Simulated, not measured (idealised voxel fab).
The name of this process module is voxel air gaps.
Cross-sectional view cut (width: 205 nm; square cell size: 5 nm).
A cross-section is a grid of square cells, given in bands from the top down. A band is one or more rows of cells.
The band entry comprises the height of the band's top followed by the height of its bottom, expressed in nm, and subsequently the band's materials from left to right, each stated together with its width in nm. Where a single material is marked with the word "full width", that material fills the band from edge to edge. The word "air" represents empty space.
Convention: height 0 is the level below which the wafer, as received, is all one material. The lowest band does not terminate at the bottom but continues downward, represented as "0 and below".
Think of "30..40" as a width that walks from the first number to the second as you go down the band, top row to bottom row, taking equal-sized steps from row to row.
Step note "identical to before" = no cross-section cell changed.
In "Internal closed voids" the enclosed voids are listed, meaning empty spaces of 8 cells or larger without any opening to the top. The form is width x height at distance, distance from the left edge, units nm.
Formally, on a step line, whatever follows the settings is a remark that the simulator itself makes on the step.
For masked steps, "overlay nm" on the step line gives how far right of plan the mask actually lay; a minus sign means it lay to the left.

## Intended process steps
1: op RECEIVE | material Si
2: op CONFORMAL_DEP | material SiO2 | thk nm 10
3: op CONFORMAL_DEP | material SiN | thk nm 5
4: op DIRECTIONAL_DEP | material lowk | thk nm 35
5: op PATTERN | tone open | mask id LINES | material resist | width nm 20 | pitch nm 50 | thk nm 20 | overlay nm 0
6: op DIRECTIONAL_ETCH | etch materials lowk | depth nm 35
7: op STRIP | etch materials resist
8: op CONFORMAL_DEP | material TiN | thk nm 5
9: op FILL_DEP | material Cu | thk nm 10
10: op CMP | height nm 50
11: op EPI | material Ru | thk nm 10
12: op SELECTIVE_ETCH | etch materials lowk | depth nm 45
13: op CONFORMAL_DEP | material SiCN | thk nm 5

## First wafer of two (run as planned)

## This is the cross-section of the wafer as we received it, i.e. after step 1
0 and below | Si full width
Internal closed voids: none

## Cross-section through the wafer, step 2 finished
10 down to 0 | SiO2 full width
Under 0: no change, same as before.

## Cross-section through the wafer, step 3 finished
15 down to 10 | SiN full width
Under 10: no change, same as before.

## Cross-section through the wafer, step 4 finished
50 down to 15 | lowk full width
Under 15: no change, same as before.

## Cross-section through the wafer, step 5 finished
70 down to 50 | resist 40  air 20  resist 30  air 20  resist 30  air 20  resist 45
Under 50: no change, same as before.

## Cross-section through the wafer, step 6 finished
70 down to 50 | resist 40  air 20  resist 30  air 20  resist 30  air 20  resist 45
50 down to 15 | lowk 40  air 20  lowk 30  air 20  lowk 30  air 20  lowk 45
Under 15: no change, same as before.

## Cross-section through the wafer, step 7 finished
50 down to 15 | lowk 40  air 20  lowk 30  air 20  lowk 30  air 20  lowk 45
Under 15: no change, same as before.

## Cross-section through the wafer, step 8 finished
55 down to 50 | TiN 45  air 10  TiN 40  air 10  TiN 40  air 10  TiN 50
50 down to 20 | lowk 40  TiN 5  air 10  TiN 5  lowk 30  TiN 5  air 10  TiN 5  lowk 30  TiN 5  air 10  TiN 5  lowk 45
20 down to 15 | lowk 40  TiN 20  lowk 30  TiN 20  lowk 30  TiN 20  lowk 45
Under 15: no change, same as before.

## Cross-section through the wafer, step 9 finished
65 down to 55 | Cu full width
55 down to 50 | TiN 45  Cu 10  TiN 40  Cu 10  TiN 40  Cu 10  TiN 50
50 down to 20 | lowk 40  TiN 5  Cu 10  TiN 5  lowk 30  TiN 5  Cu 10  TiN 5  lowk 30  TiN 5  Cu 10  TiN 5  lowk 45
Under 20: no change, same as before.

## Cross-section through the wafer, step 10 finished
50 down to 20 | lowk 40  TiN 5  Cu 10  TiN 5  lowk 30  TiN 5  Cu 10  TiN 5  lowk 30  TiN 5  Cu 10  TiN 5  lowk 45
Under 20: no change, same as before.

## Cross-section through the wafer, step 11 finished
60 down to 50 | air 30  Ru 40  air 10  Ru 40  air 10  Ru 40  air 35
Under 50: no change, same as before.

## Cross-section through the wafer, step 12 finished
60 down to 50 | air 30  Ru 40  air 10  Ru 40  air 10  Ru 40  air 35
50 down to 20 | air 40  TiN 5  Cu 10  TiN 5  air 30  TiN 5  Cu 10  TiN 5  air 30  TiN 5  Cu 10  TiN 5  air 45
20 down to 15 | air 40  TiN 20  air 30  TiN 20  air 30  TiN 20  air 45
Under 15: no change, same as before.

## Cross-section through the wafer, step 13 finished
65 down to 60 | air 25  SiCN 150  air 30
60 down to 50 | air 25  SiCN 5  Ru 40  SiCN 10  Ru 40  SiCN 10  Ru 40  SiCN 5  air 30
50 down to 45 | air 25  SiCN 15  TiN 5  Cu 10  TiN 5  SiCN 30  TiN 5  Cu 10  TiN 5  SiCN 30  TiN 5  Cu 10  TiN 5  SiCN 15  air 30
45 down to 20 | air 35  SiCN 5  TiN 5  Cu 10  TiN 5  SiCN 5  air 20  SiCN 5  TiN 5  Cu 10  TiN 5  SiCN 5  air 20  SiCN 5  TiN 5  Cu 10  TiN 5  SiCN 5  air 40
20 down to 15 | SiCN 40  TiN 20  SiCN 30  TiN 20  SiCN 30  TiN 20  SiCN 45
Under 15: no change, same as before.
Internal closed voids: 20 x 25 at 65; 20 x 25 at 115

## Wafer two of two - same starting point, same process plan, one mistake in execution; matches wafer one up to and including step 4

## Cross-section, second wafer, at the end time the plan gives for step 5
70 down to 50 | air 40  resist 20  air 30  resist 20  air 30  resist 20  air 45
Under 50: no change, same as before.

## Cross-section, second wafer, at the end time the plan gives for step 6
70 down to 50 | air 40  resist 20  air 30  resist 20  air 30  resist 20  air 45
50 down to 15 | air 40  lowk 20  air 30  lowk 20  air 30  lowk 20  air 45
Under 15: no change, same as before.

## Cross-section, second wafer, at the end time the plan gives for step 7
50 down to 15 | air 40  lowk 20  air 30  lowk 20  air 30  lowk 20  air 45
Under 15: no change, same as before.

## Cross-section, second wafer, at the end time the plan gives for step 8
55 down to 50 | air 35  TiN 30  air 20  TiN 30  air 20  TiN 30  air 40
50 down to 20 | air 35  TiN 5  lowk 20  TiN 5  air 20  TiN 5  lowk 20  TiN 5  air 20  TiN 5  lowk 20  TiN 5  air 40
20 down to 15 | TiN 40  lowk 20  TiN 30  lowk 20  TiN 30  lowk 20  TiN 45
Under 15: no change, same as before.

## Cross-section, second wafer, at the end time the plan gives for step 9
65 down to 55 | Cu full width
55 down to 50 | Cu 35  TiN 30  Cu 20  TiN 30  Cu 20  TiN 30  Cu 40
50 down to 20 | Cu 35  TiN 5  lowk 20  TiN 5  Cu 20  TiN 5  lowk 20  TiN 5  Cu 20  TiN 5  lowk 20  TiN 5  Cu 40
Under 20: no change, same as before.

## Cross-section, second wafer, at the end time the plan gives for step 10
50 down to 20 | Cu 35  TiN 5  lowk 20  TiN 5  Cu 20  TiN 5  lowk 20  TiN 5  Cu 20  TiN 5  lowk 20  TiN 5  Cu 40
Under 20: no change, same as before.

## Cross-section, second wafer, at the end time the plan gives for step 11
60 down to 50 | Ru full width
Under 50: no change, same as before.

Cross-section, second wafer, at the end time the plan gives for step 12: identical to before

## Cross-section, second wafer, at the end time the plan gives for step 13
65 down to 60 | SiCN full width
Under 60: no change, same as before.
Plan not followed: step 5: run off-plan, actual operation and settings op PATTERN | tone cover | mask id LINES | material resist | width nm 20 | pitch nm 50 | thk nm 20 | overlay nm 0
FYI, end of process, the second wafer has more or fewer cells of some materials than the first: Cu +102; Ru +34; SiCN -78; TiN +17; lowk +84
Final observation: first wafer, 2 closed voids; second wafer, 0 closed voids.
